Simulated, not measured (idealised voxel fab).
process module | voxel gate over fins
cross-section cut | 270 nm wide | cells 5 nm
A cross-section is a grid of square cells, given in bands from the top down. A band is one or more rows of cells.
Each band's line starts with the height of the band's top and of its bottom, in nm. Then come its materials from left to right, each with its width in nm. One material with "throughout" fills the band from edge to edge. "air" is empty space.
Height 0 is the level under which the wafer as received is all one material. The lowest band goes on downwards, as in "0 down".
A width such as "30 to 40" changes by the same amount from each row of cells to the next, from the band's top row to its bottom row.
"no change" after a step means that no cell of the cross-section changed.
closed voids: empty space of 8 cells or more with no open way to the top, each as width x height at its distance from the left edge, in nm
after a step's settings: what the simulator itself notes on the step
overlay nm, on a step with a mask: how far to the right of its planned place the mask lay; to the left if negative
plan
1 op RECEIVE | material Si
2 op CONFORMAL_DEP | material SiN | thk nm 5
3 op MASKED_ETCH | tone cover | mask id FINS | width nm 15 | pitch nm 55 | etch materials SiN | depth nm 5 | overlay nm 0
4 op MASKED_ETCH | tone cover | mask id FINS | width nm 15 | pitch nm 55 | etch materials Si | depth nm 30 | overlay nm 0
5 op FILL_DEP | material SiO2 | thk nm 15
6 op CMP | height nm 5
7 op DIRECTIONAL_DEP | material aC | thk nm 15
8 op PATTERN | tone open | mask id RAIL | material resist | width nm 15 | thk nm 35 | overlay nm 0
9 op DIRECTIONAL_ETCH | etch materials aC | depth nm 15
10 op STRIP | etch materials resist
11 op DIRECTIONAL_ETCH | etch materials SiO2 | depth nm 30
12 op STRIP | etch materials aC
13 op CONFORMAL_DEP | material TiN | thk nm 5
14 op FILL_DEP | material Ru | thk nm 5
15 op CMP | height nm 5
16 op SELECTIVE_ETCH | etch materials W Ru TiN | depth nm 25
17 op FILL_DEP | material SiO2 | thk nm 5
18 op CMP | height nm 5
19 op SELECTIVE_ETCH | etch materials SiO2 | depth nm 20
20 op STRIP | etch materials SiN
21 op CONFORMAL_DEP | material HfO2 | thk nm 5
22 op CONFORMAL_DEP | material TiN | thk nm 5
23 op FILL_DEP | material W | thk nm 10
24 op CMP | height nm 15
25 op CONFORMAL_DEP | material SiN | thk nm 10
as received, after step 1
  0 down: Si throughout
  closed voids: none
first wafer at the end, as planned
  25 to 15: SiN throughout
  15 to 10: W throughout
  10 to 5: W 90 | TiN 35 | W 20 | TiN 35 | W 90
  5 to 0: W 90 | TiN 5 | HfO2 25 | TiN 5 | W 20 | TiN 5 | HfO2 25 | TiN 5 | W 90
  0 to -5: W 90 | TiN 5 | HfO2 5 | Si 15 | HfO2 5 | TiN 5 | W 20 | TiN 5 | HfO2 5 | Si 15 | HfO2 5 | TiN 5 | W 90
  -5 to -10: TiN 95 | HfO2 5 | Si 15 | HfO2 5 | TiN 30 | HfO2 5 | Si 15 | HfO2 5 | TiN 95
  -10 to -15: HfO2 100 | Si 15 | HfO2 40 | Si 15 | HfO2 100
  -15 to -20: SiO2 100 | Si 15 | SiO2 40 | Si 15 | SiO2 100
  -20 to -25: SiO2 100 | Si 15 | SiO2 10 | TiN 15 | SiO2 15 | Si 15 | SiO2 100
  -25 to -30: SiO2 100 | Si 15 | SiO2 40 | Si 15 | SiO2 100
  -30 down: Si throughout
  closed voids: none
second wafer at the end: like start, like plan, one mistake
  25 to 15: SiN throughout
  15 to 10: W throughout
  10 to 5: W 90 | TiN 35 | W 20 | TiN 35 | W 90
  5 to 0: W 90 | TiN 5 | HfO2 25 | TiN 5 | W 20 | TiN 5 | HfO2 25 | TiN 5 | W 90
  0 to -5: W 90 | TiN 5 | HfO2 5 | Si 15 | HfO2 5 | TiN 5 | W 20 | TiN 5 | HfO2 5 | Si 15 | HfO2 5 | TiN 5 | W 90
  -5 to -10: TiN 95 | HfO2 5 | Si 15 | HfO2 5 | TiN 30 | HfO2 5 | Si 15 | HfO2 5 | TiN 95
  -10 to -15: HfO2 100 | Si 15 | HfO2 40 | Si 15 | HfO2 100
  -15 to -20: SiO2 100 | Si 15 | SiO2 40 | Si 15 | SiO2 100
  -20 to -25: TiN 100 | Si 15 | TiN 10 | SiO2 15 | TiN 15 | Si 15 | TiN 100
  -25 to -30: SiO2 100 | Si 15 | SiO2 40 | Si 15 | SiO2 100
  -30 down: Si throughout
  closed voids: none
what went wrong: step 8 ran as: op PATTERN | tone cover | mask id RAIL | material resist | width nm 15 | thk nm 35 | overlay nm 0
at the end the second wafer has, in cells: 42 fewer of SiO2 | 42 more of TiN
